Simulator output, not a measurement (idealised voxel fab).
voxel self aligned vias: a process module
It is cross-section cut that appears here, measuring 285 nm in width, its square cells being 5 nm in size.
A cross-section is written here as square cells arranged in a grid, and it is given in bands from the top down, each band taking up one or more rows of cells.
What a band's entry tells you: where the top is and where the bottom is, as heights in nm, and after that what lies inside, material by material from left to right, each with its width in nm. Empty space is written as the word "blank", and a single material marked with the word "edge to edge" occupies the band from edge to edge.
Basically, 0 is our baseline, since under it the wafer straight out of the box is all one material. The bottom band has no lower end and keeps on going down, so it looks like "0 -> down".
With a width like "30 to 40", each row of cells in the band differs from the next by the same amount, the top row carrying the first number and the bottom row the second.
Where a step carries "no change occurred", the cross-section came out of it unchanged, cell for cell.
Each empty space that has no open way to the top and spans at least 8 cells appears under "Entrapped voids" as width x height at distance, the distance counted from the left edge, all in nm.
Read whatever lies past the settings on a step's line as the simulator's own remark about the step.
If you see "overlay nm" on a step's line and that step has a mask, it's telling you how far right of where it was planned the mask ended up; a negative number means it went left instead.

## Planned step list for the process
step 1: RECEIVE with material Si
step 2: CONFORMAL_DEP with material SiO2, thk nm 15
step 3: CONFORMAL_DEP with material SiCN, thk nm 5
step 4: DIRECTIONAL_DEP with material SiO2, thk nm 25
step 5: DIRECTIONAL_DEP with material aC, thk nm 15
step 6: PATTERN with tone open, mask id LINES, material resist, width nm 25, pitch nm 60, thk nm 35, overlay nm 0
step 7: DIRECTIONAL_ETCH with etch materials aC, depth nm 15
step 8: STRIP with etch materials resist
step 9: DIRECTIONAL_ETCH with etch materials SiO2, depth nm 25
step 10: STRIP with etch materials aC
step 11: CONFORMAL_DEP with material TiN, thk nm 5
step 12: FILL_DEP with material W, thk nm 5
step 13: CMP with height nm 45
step 14: SELECTIVE_ETCH with etch materials W Ru TiN, depth nm 10
step 15: FILL_DEP with material SiN, thk nm 5
step 16: CMP with height nm 45
step 17: DIRECTIONAL_DEP with material SiO2, thk nm 15
step 18: MASKED_ETCH with tone open, mask id VIAS, width nm 35, etch materials SiO2, depth nm 15, overlay nm 0
step 19: MASKED_ETCH with tone open, mask id VIAS, width nm 35, etch materials SiN, depth nm 5, overlay nm 0
step 20: CONFORMAL_DEP with material TiN, thk nm 5
step 21: FILL_DEP with material Ru, thk nm 5
step 22: CMP with height nm 60
step 23: CONFORMAL_DEP with material SiN, thk nm 5
Wafers differ in depth nm at step 19; plan lists the first wafer's value; identical starting state.

## Sectional view: first of several wafers, as received, after step 1
* 0 -> down  Si edge to edge
* Entrapped voids: none

## Row per wafer, end-of-module: cell gain (+)/loss (-) by material since the wafer came in, then closed voids
depth nm 5; +13 Ru; +57 SiCN; +72 SiN; +556 SiO2; +31 TiN; +12 W; Entrapped voids: none
depth nm 10; +16 Ru; +57 SiCN; +67 SiN; +556 SiO2; +33 TiN; +12 W; Entrapped voids: none
depth nm 15; +16 Ru; +57 SiCN; +67 SiN; +556 SiO2; +33 TiN; +12 W; Entrapped voids: none
depth nm 20; +16 Ru; +57 SiCN; +67 SiN; +556 SiO2; +33 TiN; +12 W; Entrapped voids: none
depth nm 25; +16 Ru; +57 SiCN; +67 SiN; +556 SiO2; +33 TiN; +12 W; Entrapped voids: none
